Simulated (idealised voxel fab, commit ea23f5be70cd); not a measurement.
Name of the process module below: voxel self aligned vias
Shown is cross-section cut, with a width of 290 nm and square cells of size 5 nm.
Cross-section spec: square-cell grid; bands listed top down; each band is one or more rows. The entry gives the band's vertical extent as a top height and a bottom height in nm, then its horizontal make-up as materials from left to right, each with a width in nm. "air" stands for empty space; a single material marked "edge to edge" fills the band edge to edge. It should be noted that heights are counted from 0, beneath which the wafer as supplied is of one material throughout, and that the lowest band possesses no lower boundary but continues downward, as written in "0 down". Read "30 to 40" as a graded width: first number on top, second number at the bottom, same change between each pair of neighbouring rows. "remained unchanged" after a step means that no cell of the cross-section changed. Enclosed internal voids: empty space of 8 cells or more with no open way to the top, each as width x height at its distance from the left edge, in nm. Text after the settings on a step's line: the simulator's own remark on that step. overlay nm: right-of-plan distance of the mask on a masked step; negative values mean left-of-plan.
# The planned process steps are enumerated hereunder
1) RECEIVE, material Si
2) CONFORMAL_DEP, material SiO2, thk nm 10
3) CONFORMAL_DEP, material SiCN, thk nm 5
4) DIRECTIONAL_DEP, material lowk, thk nm 25
5) MASKED_ETCH, tone open, mask id LINES, width nm 25, pitch nm 65, etch materials lowk, depth nm 25, overlay nm 0
6) CONFORMAL_DEP, material TiN, thk nm 5
7) FILL_DEP, material Ru, thk nm 5
8) CMP, height nm 40
9) SELECTIVE_ETCH, etch materials W Ru TiN, depth nm 10
10) FILL_DEP, material SiN, thk nm 10
11) CMP, height nm 40
12) DIRECTIONAL_DEP, material lowk, thk nm 20
13) MASKED_ETCH, tone open, mask id VIAS, width nm 45, etch materials lowk, depth nm 20, overlay nm 0
14) MASKED_ETCH, tone open, mask id VIAS, width nm 45, etch materials SiN, depth nm 10, overlay nm 0
15) CONFORMAL_DEP, material TiN, thk nm 5
16) FILL_DEP, material Ru, thk nm 10
17) CMP, height nm 60
18) CONFORMAL_DEP, material SiCN, thk nm 5
# First wafer, two in total, run as planned
# This is the cross-section of the wafer as we received it, i.e. after step 1
* 0 down | Si edge to edge
* Enclosed internal voids: none
# Wafer xsec, post step 2
* 10 to 0 | SiO2 edge to edge
* Heights below 0 show no change.
# Wafer xsec, post step 3
* 15 to 10 | SiCN edge to edge
* Heights below 10 show no change.
# Wafer xsec, post step 4
* 40 to 15 | lowk edge to edge
* Heights below 15 show no change.
# Wafer xsec, post step 5
* 40 to 15 | 100 of lowk, 25 of air, 40 of lowk, 25 of air, 100 of lowk
* Heights below 15 show no change.
# Wafer xsec, post step 6
* 45 to 40 | 105 of TiN, 15 of air, 50 of TiN, 15 of air, 105 of TiN
* 40 to 20 | 100 of lowk, 5 of TiN, 15 of air, 5 of TiN, 40 of lowk, 5 of TiN, 15 of air, 5 of TiN, 100 of lowk
* 20 to 15 | 100 of lowk, 25 of TiN, 40 of lowk, 25 of TiN, 100 of lowk
* Heights below 15 show no change.
# Wafer xsec, post step 7
* 50 to 45 | Ru edge to edge
* 45 to 40 | 105 of TiN, 15 of Ru, 50 of TiN, 15 of Ru, 105 of TiN
* 40 to 20 | 100 of lowk, 5 of TiN, 15 of Ru, 5 of TiN, 40 of lowk, 5 of TiN, 15 of Ru, 5 of TiN, 100 of lowk
* Heights below 20 show no change.
# Wafer xsec, post step 8
* 40 to 20 | 100 of lowk, 5 of TiN, 15 of Ru, 5 of TiN, 40 of lowk, 5 of TiN, 15 of Ru, 5 of TiN, 100 of lowk
* Heights below 20 show no change.
# Wafer xsec, post step 9
* 40 to 30 | 100 of lowk, 25 of air, 40 of lowk, 25 of air, 100 of lowk
* Heights below 30 show no change.
# Wafer xsec, post step 10
* 50 to 40 | SiN edge to edge
* 40 to 30 | 100 of lowk, 25 of SiN, 40 of lowk, 25 of SiN, 100 of lowk
* Heights below 30 show no change.
# Wafer xsec, post step 11
* 40 to 30 | 100 of lowk, 25 of SiN, 40 of lowk, 25 of SiN, 100 of lowk
* Heights below 30 show no change.
# Wafer xsec, post step 12
* 60 to 40 | lowk edge to edge
* Heights below 40 show no change.
# Wafer xsec, post step 13
* 60 to 40 | 90 of lowk, 45 of air, 155 of lowk
* Heights below 40 show no change.
# Wafer xsec, post step 14
* 60 to 40 | 90 of lowk, 45 of air, 155 of lowk
* 40 to 30 | 100 of lowk, 25 of air, 40 of lowk, 25 of SiN, 100 of lowk
* Heights below 30 show no change.
# Wafer xsec, post step 15
* 65 to 60 | 95 of TiN, 35 of air, 160 of TiN
* 60 to 45 | 90 of lowk, 5 of TiN, 35 of air, 5 of TiN, 155 of lowk
* 45 to 40 | 90 of lowk, 15 of TiN, 15 of air, 15 of TiN, 155 of lowk
* 40 to 35 | 100 of lowk, 5 of TiN, 15 of air, 5 of TiN, 40 of lowk, 25 of SiN, 100 of lowk
* 35 to 30 | 100 of lowk, 25 of TiN, 40 of lowk, 25 of SiN, 100 of lowk
* Heights below 30 show no change.
# Wafer xsec, post step 16
* 75 to 65 | Ru edge to edge
* 65 to 60 | 95 of TiN, 35 of Ru, 160 of TiN
* 60 to 45 | 90 of lowk, 5 of TiN, 35 of Ru, 5 of TiN, 155 of lowk
* 45 to 40 | 90 of lowk, 15 of TiN, 15 of Ru, 15 of TiN, 155 of lowk
* 40 to 35 | 100 of lowk, 5 of TiN, 15 of Ru, 5 of TiN, 40 of lowk, 25 of SiN, 100 of lowk
* Heights below 35 show no change.
# Wafer xsec, post step 17
* 60 to 45 | 90 of lowk, 5 of TiN, 35 of Ru, 5 of TiN, 155 of lowk
* Heights below 45 show no change.
# Wafer xsec, post step 18
* 65 to 60 | SiCN edge to edge
* Heights below 60 show no change.
# Now the other wafer: same start, same recipe, but we messed up one thing when running it. Up to and including step 2 it's the same as the first one
# Cross-sectional view of the second wafer at the intended end time of process step 3
* 35 to 10 | lowk edge to edge
* Heights below 10 show no change.
# Cross-sectional view of the second wafer at the intended end time of process step 4
* 40 to 35 | SiCN edge to edge
* Heights below 35 show no change.
Cross-sectional view of the second wafer at the intended end time of process step 5: remained unchanged
# Cross-sectional view of the second wafer at the intended end time of process step 6
* 45 to 40 | TiN edge to edge
* Heights below 40 show no change.
# Cross-sectional view of the second wafer at the intended end time of process step 7
* 50 to 45 | Ru edge to edge
* Heights below 45 show no change.
# Cross-sectional view of the second wafer at the intended end time of process step 8
* 40 to 35 | SiCN edge to edge
* Heights below 35 show no change.
Cross-sectional view of the second wafer at the intended end time of process step 9: remained unchanged
# Cross-sectional view of the second wafer at the intended end time of process step 10
* 50 to 40 | SiN edge to edge
* Heights below 40 show no change.
# Cross-sectional view of the second wafer at the intended end time of process step 11
* 40 to 35 | SiCN edge to edge
* Heights below 35 show no change.
# Cross-sectional view of the second wafer at the intended end time of process step 12
* 60 to 40 | lowk edge to edge
* Heights below 40 show no change.
# Cross-sectional view of the second wafer at the intended end time of process step 13
* 60 to 40 | 90 of lowk, 45 of air, 155 of lowk
* Heights below 40 show no change.
Cross-sectional view of the second wafer at the intended end time of process step 14: remained unchanged
# Cross-sectional view of the second wafer at the intended end time of process step 15
* 65 to 60 | 95 of TiN, 35 of air, 160 of TiN
* 60 to 45 | 90 of lowk, 5 of TiN, 35 of air, 5 of TiN, 155 of lowk
* 45 to 40 | 90 of lowk, 45 of TiN, 155 of lowk
* Heights below 40 show no change.
# Cross-sectional view of the second wafer at the intended end time of process step 16
* 75 to 65 | Ru edge to edge
* 65 to 60 | 95 of TiN, 35 of Ru, 160 of TiN
* 60 to 45 | 90 of lowk, 5 of TiN, 35 of Ru, 5 of TiN, 155 of lowk
* Heights below 45 show no change.
# Cross-sectional view of the second wafer at the intended end time of process step 17
* 60 to 45 | 90 of lowk, 5 of TiN, 35 of Ru, 5 of TiN, 155 of lowk
* Heights below 45 show no change.
# Cross-sectional view of the second wafer at the intended end time of process step 18
* 65 to 60 | SiCN edge to edge
* Heights below 60 show no change.
Error vs. plan: transposition of steps 3 and 4 relative to the planned sequence
Wrapping up, a cell-based count of both wafers puts the second over or under the first for these materials: Ru: 18 fewer; SiN: 10 fewer; TiN: 22 fewer; lowk: 50 more
